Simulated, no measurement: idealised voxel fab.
Process module, titled voxel released beams
The cross-section shown here is cut; it is 150 nm wide and divided into square cells measuring 5 nm on a side.
Square cells in a grid make up a cross-section in this document, and the grid is given as bands, listed from the top down, each one or more rows of cells.
This entry defines a band. It first specifies the height of the band's top and the height of its bottom in nm, and then specifies the band's materials from left to right, stating each material with its width in nm. The word "all across" identifies a single material that fills the band from edge to edge, while the word "blank" identifies empty space.
Height reference: 0 = level under which incoming wafer is all one material. Lowest band: no bottom, runs on downward, e.g. "0..down".
The width entry "30..40" should be interpreted row by row: the top row of cells in the band takes the first number, the bottom row takes the second number, and the change between adjacent rows is uniform throughout.
"everything unchanged", as given for a step, is the statement that not any cell of the cross-section underwent a change during that step.
Empty spaces without an open route to the top, at least 8 cells in extent, make up the entry "Enclosed internal cavities"; each is given as width x height at distance, where the distance is measured from the left edge, and all are in nm.
Where a step's line continues beyond its settings, the continuation is a remark by the simulator itself on that step.
"overlay nm" denotes, for a step that has a mask, the displacement of the mask to the right of its planned place, with negative values corresponding to the left.
PROCESS STEPS - PLAN
1 RECEIVE | material Si
2 CONFORMAL_DEP | material Al2O3 | thk nm 10
3 DIRECTIONAL_DEP | material SiO2 | thk nm 10
4 PATTERN | tone open | mask id ANCHOR | material resist | width nm 35 | thk nm 15 | overlay nm 0
5 DIRECTIONAL_ETCH | etch materials SiO2 | depth nm 10
6 STRIP | etch materials resist
7 CONFORMAL_DEP | material polySi | thk nm 10
8 MASKED_ETCH | tone cover | mask id BEAM | width nm 80 | etch materials polySi | depth nm 10 | overlay nm 0
9 STRIP | etch materials SiO2
RECEIVED-STATE CROSS-SECTION, REFLECTING COMPLETION OF STEP 1
    0..down: Si all across
    Enclosed internal cavities: none
MODULE COMPLETE - CROSS-SECTION OF THE FIRST OF TWO WAFERS, RUN ACCORDING TO PLAN
    30..20: blank: 30 / polySi: 15 / blank: 15 / polySi: 50 / blank: 40
    20..10: blank: 35 / polySi: 35 / blank: 80
    10..0: Al2O3 all across
    0..down: Si all across
    Enclosed internal cavities: none
WAFER TWO, SECTIONED AFTER THE MODULE: THE FIRST WAFER'S START, THE FIRST WAFER'S PLAN, AND ONE MISTAKE IN HOW IT WAS RUN
    30..20: blank: 30 / polySi: 80 / blank: 40
    20..10: Al2O3 all across
    10..0: SiO2 all across
    0..down: Si all across
    Enclosed internal cavities: none
Misprocessing identified: the intended sequence of steps 2 and 3 was reversed during processing, with each occupying the position of the other
The closing comparison, in cells, has the second wafer with more or fewer of some materials than the first: +60 SiO2 | -8 polySi
